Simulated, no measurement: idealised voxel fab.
This is a process module. Its name is voxel capacitor over wiring.
295 nm wide, 5 nm square cells: that's cross-section cut.
We lay out every cross-section as a grid of square cells and spell it out in bands from the top down, where one band means one or more rows of cells.
What a band's entry tells you: where the top is and where the bottom is, as heights in nm, and after that what lies inside, material by material from left to right, each with its width in nm. Empty space is written as the word "air", and a single material marked with the word "full width" occupies the band from edge to edge.
Basically, 0 is our baseline, since under it the wafer straight out of the box is all one material. The bottom band has no lower end and keeps on going down, so it looks like "0 and below".
So if you see something like "30..40" for the width, read it as the top row of the band sitting at the first number and the bottom row at the second, with every row in between moving by the same amount as the last.
Key: "nothing changed" - step with no changed cell in the cross-section.
What "Voids lacking openings" gives you is every empty space of 8 cells or more that is cut off from the top. Each appears as width x height at distance, with the distance taken from the left edge and width, height and distance all in nm.
Whatever follows a step's settings on its line is a remark the simulator itself makes about that step.
A step's line can hold "overlay nm"; with a mask on that step, the setting says how far right of the planned place the mask lay, while a negative setting says it lay to the left.
[Planned step list for the process]
1) RECEIVE [material Si]
2) CONFORMAL_DEP [material SiO2] [thk nm 10]
3) CONFORMAL_DEP [material SiCN] [thk nm 5]
4) DIRECTIONAL_DEP [material SiO2] [thk nm 15]
5) DIRECTIONAL_DEP [material aC] [thk nm 10]
6) PATTERN [tone open] [mask id METAL_1] [material resist] [width nm 20] [pitch nm 80] [thk nm 25] [overlay nm 0]
7) DIRECTIONAL_ETCH [etch materials aC] [depth nm 10]
8) STRIP [etch materials resist]
9) DIRECTIONAL_ETCH [etch materials SiO2] [depth nm 15]
10) DIRECTIONAL_ETCH [etch materials SiCN] [depth nm 5]
11) STRIP [etch materials aC]
12) CONFORMAL_DEP [material TiN] [thk nm 5]
13) FILL_DEP [material Cu] [thk nm 10]
14) CMP [height nm 30]
15) CONFORMAL_DEP [material SiCN] [thk nm 5]
16) DIRECTIONAL_DEP [material lowk] [thk nm 15]
17) DIRECTIONAL_DEP [material aC] [thk nm 10]
18) PATTERN [tone open] [mask id PLUG_1] [material resist] [width nm 15] [thk nm 30] [overlay nm 0]
19) DIRECTIONAL_ETCH [etch materials aC] [depth nm 10]
20) STRIP [etch materials resist]
21) DIRECTIONAL_ETCH [etch materials lowk] [depth nm 15]
22) DIRECTIONAL_ETCH [etch materials SiCN] [depth nm 5]
23) STRIP [etch materials aC]
24) CONFORMAL_DEP [material TiN] [thk nm 5]
25) FILL_DEP [material Ru] [thk nm 10]
26) CMP [height nm 50]
27) DIRECTIONAL_DEP [material TiN] [thk nm 5]
28) DIRECTIONAL_DEP [material SiN] [thk nm 5]
29) DIRECTIONAL_DEP [material TiN] [thk nm 10]
30) PATTERN [tone cover] [mask id UPPER_PLATE] [material resist] [width nm 55] [thk nm 15] [overlay nm 0]
31) DIRECTIONAL_ETCH [etch materials TiN] [depth nm 10]
32) DIRECTIONAL_ETCH [etch materials SiN] [depth nm 5]
33) STRIP [etch materials resist]
34) DIRECTIONAL_DEP [material aC] [thk nm 10]
35) PATTERN [tone cover] [mask id LOWER_PLATE] [material resist] [width nm 75] [thk nm 25] [overlay nm 0]
36) DIRECTIONAL_ETCH [etch materials aC] [depth nm 10]
37) STRIP [etch materials resist]
38) DIRECTIONAL_ETCH [etch materials TiN] [depth nm 5]
39) STRIP [etch materials aC]
40) FILL_DEP [material SiO2] [thk nm 20]
41) CMP [height nm 85]
42) PATTERN [tone open] [mask id PLUG_2] [material resist] [width nm 15] [thk nm 15] [overlay nm 0]
43) DIRECTIONAL_ETCH [etch materials SiO2] [depth nm 15]
44) STRIP [etch materials resist]
45) CONFORMAL_DEP [material TiN] [thk nm 5]
46) FILL_DEP [material Ru] [thk nm 5]
47) CMP [height nm 85]
48) CONFORMAL_DEP [material SiN] [thk nm 5]
The width nm used in step 30 is not the same on every wafer, whereas the starting condition is; the value printed in the plan is the first wafer's.
[As received, i.e. after step 1: cross-section through the first of several wafers]
* 0 and below: Si full width
* Voids lacking openings: none
[Wafer cross-section (first of several) - module end, post step 48 (last step)]
* 90 down to 85: SiN full width
* 85 down to 75: 110 of SiO2; 5 of TiN; 5 of Ru; 5 of TiN; 170 of SiO2
* 75 down to 70: 110 of SiO2; 15 of TiN; 170 of SiO2
* 70 down to 60: 105 of SiO2; 55 of TiN; 135 of SiO2
* 60 down to 55: 105 of SiO2; 55 of SiN; 135 of SiO2
* 55 down to 50: 95 of SiO2; 75 of TiN; 125 of SiO2
* 50 down to 35: 100 of lowk; 5 of TiN; 5 of Ru; 5 of TiN; 180 of lowk
* 35 down to 30: 100 of SiCN; 15 of TiN; 180 of SiCN
* 30 down to 15: 95 of SiO2; 5 of TiN; 10 of Cu; 5 of TiN; 60 of SiO2; 5 of TiN; 10 of Cu; 5 of TiN; 100 of SiO2
* 15 down to 10: 95 of SiCN; 20 of TiN; 60 of SiCN; 20 of TiN; 100 of SiCN
* 10 down to 0: SiO2 full width
* 0 and below: Si full width
* Voids lacking openings: none
[Last wafer x-sec, end of module]
* 90 down to 85: SiN full width
* 85 down to 75: 110 of SiO2; 5 of TiN; 5 of Ru; 5 of TiN; 170 of SiO2
* 75 down to 65: 110..95 of SiO2; 15..75 of TiN; 170..125 of SiO2
* 65 down to 60: 95 of SiO2; 80 of TiN; 120 of SiO2
* 60 down to 55: 95 of SiO2; 80 of SiN; 120 of SiO2
* 55 down to 50: 95 of SiO2; 80 of TiN; 120 of SiO2
* 50 down to 35: 100 of lowk; 5 of TiN; 5 of Ru; 5 of TiN; 180 of lowk
* 35 down to 30: 100 of SiCN; 15 of TiN; 180 of SiCN
* 30 down to 15: 95 of SiO2; 5 of TiN; 10 of Cu; 5 of TiN; 60 of SiO2; 5 of TiN; 10 of Cu; 5 of TiN; 100 of SiO2
* 15 down to 10: 95 of SiCN; 20 of TiN; 60 of SiCN; 20 of TiN; 100 of SiCN
* 10 down to 0: SiO2 full width
* 0 and below: Si full width
* Voids lacking openings: none
[Where each wafer stands at the end of the module, a row apiece: cells of each material gained (+) or lost (-) since it was received, then closed voids]
width nm 55, +12 Cu, +5 Ru, +107 SiCN, +70 SiN, +627 SiO2, +73 TiN, +168 lowk, Voids lacking openings: none
width nm 60, +12 Cu, +5 Ru, +107 SiCN, +71 SiN, +624 SiO2, +75 TiN, +168 lowk, Voids lacking openings: none
width nm 65, +12 Cu, +5 Ru, +107 SiCN, +72 SiN, +621 SiO2, +77 TiN, +168 lowk, Voids lacking openings: none
width nm 70, +12 Cu, +5 Ru, +107 SiCN, +73 SiN, +618 SiO2, +79 TiN, +168 lowk, Voids lacking openings: none
width nm 75, +12 Cu, +5 Ru, +107 SiCN, +74 SiN, +615 SiO2, +81 TiN, +168 lowk, Voids lacking openings: none
width nm 80, +12 Cu, +5 Ru, +107 SiCN, +75 SiN, +612 SiO2, +83 TiN, +168 lowk, Voids lacking openings: none
